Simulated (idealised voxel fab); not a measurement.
Process module, titled voxel spacer lines
Cross-sectional view cut (width: 185 nm; square cell size: 5 nm).
Reading order for cross-sections: top band down to bottom band. Underlying form: a grid of square cells. Band size: one or more rows of cells.
Per band: top height and bottom height in nm, followed by the left-to-right materials and their widths in nm; "full width" marks a single material spanning edge to edge, "air" marks empty space.
It should be noted that heights are counted from 0, beneath which the wafer as supplied is of one material throughout, and that the lowest band possesses no lower boundary but continues downward, as written in "0..down".
Think of "30->40" as a width that walks from the first number to the second as you go down the band, top row to bottom row, taking equal-sized steps from row to row.
A step reported as "all unchanged" is a step in which no cell of the cross-section changed.
Entry "Voids, enclosed". Content: empty spaces with no open connection to the top, size 8 cells or greater. Each: width x height at distance. Distance: from left edge. Unit: nm.
On a step's line, text after the settings is the simulator commenting on that step.
overlay nm: right-of-plan distance of the mask on a masked step; negative values mean left-of-plan.
The planned process steps are enumerated hereunder:
1 RECEIVE,material Si
2 CONFORMAL_DEP,material Al2O3,thk nm 10
3 DIRECTIONAL_DEP,material W,thk nm 15
4 DIRECTIONAL_DEP,material aC,thk nm 20
5 PATTERN,tone cover,mask id MANDREL,material resist,width nm 15,pitch nm 50,thk nm 30,overlay nm 0
6 DIRECTIONAL_ETCH,etch materials aC,depth nm 20
7 STRIP,etch materials resist
8 CONFORMAL_DEP,material SiN,thk nm 10
9 DIRECTIONAL_ETCH,etch materials SiN,depth nm 10
10 STRIP,etch materials aC
11 DIRECTIONAL_ETCH,etch materials W,depth nm 15
12 STRIP,etch materials SiN
13 FILL_DEP,material SiO2,thk nm 10
14 CMP,height nm 25
The first of the two wafers, which ran as planned:
Cross-section: wafer on arrival = after step 1:
	0..down: Si full width
	Voids, enclosed: none
Sectional view: wafer, after step 2:
	10..0: Al2O3 full width
	below 0: unchanged
Sectional view: wafer, after step 3:
	25..10: W full width
	below 10: unchanged
Sectional view: wafer, after step 4:
	45..25: aC full width
	below 25: unchanged
Sectional view: wafer, after step 5:
	75..45: air=35, resist=15, air=35, resist=15, air=35, resist=15, air=35
	below 45: unchanged
Sectional view: wafer, after step 6:
	55..45: air=35, resist=15, air=35, resist=15, air=35, resist=15, air=35
	45..25: air=35, aC=15, air=35, aC=15, air=35, aC=15, air=35
	below 25: unchanged
Sectional view: wafer, after step 7:
	45..25: air=35, aC=15, air=35, aC=15, air=35, aC=15, air=35
	below 25: unchanged
Sectional view: wafer, after step 8:
	55..45: air=25, SiN=35, air=15, SiN=35, air=15, SiN=35, air=25
	45..35: air=25, SiN=10, aC=15, SiN=10, air=15, SiN=10, aC=15, SiN=10, air=15, SiN=10, aC=15, SiN=10, air=25
	35..25: SiN=35, aC=15, SiN=35, aC=15, SiN=35, aC=15, SiN=35
	below 25: unchanged
Sectional view: wafer, after step 9:
	45..25: air=25, SiN=10, aC=15, SiN=10, air=15, SiN=10, aC=15, SiN=10, air=15, SiN=10, aC=15, SiN=10, air=25
	below 25: unchanged
Sectional view: wafer, after step 10:
	45..25: air=25, SiN=10, air=15, SiN=10, air=15, SiN=10, air=15, SiN=10, air=15, SiN=10, air=15, SiN=10, air=25
	below 25: unchanged
Sectional view: wafer, after step 11:
	45..25: air=25, SiN=10, air=15, SiN=10, air=15, SiN=10, air=15, SiN=10, air=15, SiN=10, air=15, SiN=10, air=25
	25..10: air=25, W=10, air=15, W=10, air=15, W=10, air=15, W=10, air=15, W=10, air=15, W=10, air=25
	below 10: unchanged
Sectional view: wafer, after step 12:
	25..10: air=25, W=10, air=15, W=10, air=15, W=10, air=15, W=10, air=15, W=10, air=15, W=10, air=25
	below 10: unchanged
Sectional view: wafer, after step 13:
	35..25: SiO2 full width
	25..10: SiO2=25, W=10, SiO2=15, W=10, SiO2=15, W=10, SiO2=15, W=10, SiO2=15, W=10, SiO2=15, W=10, SiO2=25
	below 10: unchanged
Sectional view: wafer, after step 14:
	25..10: SiO2=25, W=10, SiO2=15, W=10, SiO2=15, W=10, SiO2=15, W=10, SiO2=15, W=10, SiO2=15, W=10, SiO2=25
	below 10: unchanged
Second wafer: same start and same plan as the first, one execution error; identical to the first through step 4:
Cross-section, second wafer, at the end time the plan gives for step 5:
	75..45: air=40, resist=15, air=35, resist=15, air=35, resist=15, air=30
	below 45: unchanged
Cross-section, second wafer, at the end time the plan gives for step 6:
	55..45: air=40, resist=15, air=35, resist=15, air=35, resist=15, air=30
	45..25: air=40, aC=15, air=35, aC=15, air=35, aC=15, air=30
	below 25: unchanged
Cross-section, second wafer, at the end time the plan gives for step 7:
	45..25: air=40, aC=15, air=35, aC=15, air=35, aC=15, air=30
	below 25: unchanged
Cross-section, second wafer, at the end time the plan gives for step 8:
	55..45: air=30, SiN=35, air=15, SiN=35, air=15, SiN=35, air=20
	45..35: air=30, SiN=10, aC=15, SiN=10, air=15, SiN=10, aC=15, SiN=10, air=15, SiN=10, aC=15, SiN=10, air=20
	35..25: SiN=40, aC=15, SiN=35, aC=15, SiN=35, aC=15, SiN=30
	below 25: unchanged
Cross-section, second wafer, at the end time the plan gives for step 9:
	45..25: air=30, SiN=10, aC=15, SiN=10, air=15, SiN=10, aC=15, SiN=10, air=15, SiN=10, aC=15, SiN=10, air=20
	below 25: unchanged
Cross-section, second wafer, at the end time the plan gives for step 10:
	45..25: air=30, SiN=10, air=15, SiN=10, air=15, SiN=10, air=15, SiN=10, air=15, SiN=10, air=15, SiN=10, air=20
	below 25: unchanged
Cross-section, second wafer, at the end time the plan gives for step 11:
	45..25: air=30, SiN=10, air=15, SiN=10, air=15, SiN=10, air=15, SiN=10, air=15, SiN=10, air=15, SiN=10, air=20
	25..10: air=30, W=10, air=15, W=10, air=15, W=10, air=15, W=10, air=15, W=10, air=15, W=10, air=20
	below 10: unchanged
Cross-section, second wafer, at the end time the plan gives for step 12:
	25..10: air=30, W=10, air=15, W=10, air=15, W=10, air=15, W=10, air=15, W=10, air=15, W=10, air=20
	below 10: unchanged
Cross-section, second wafer, at the end time the plan gives for step 13:
	35..25: SiO2 full width
	25..10: SiO2=30, W=10, SiO2=15, W=10, SiO2=15, W=10, SiO2=15, W=10, SiO2=15, W=10, SiO2=15, W=10, SiO2=20
	below 10: unchanged
Cross-section, second wafer, at the end time the plan gives for step 14:
	25..10: SiO2=30, W=10, SiO2=15, W=10, SiO2=15, W=10, SiO2=15, W=10, SiO2=15, W=10, SiO2=15, W=10, SiO2=20
	below 10: unchanged
What broke from the plan during processing? step 5 went in with a setting other than planned; the actual run was PATTERN,tone cover,mask id MANDREL,material resist,width nm 15,pitch nm 50,thk nm 30,overlay nm 5
Cell counts per material: same on both final wafers. Positions: different.
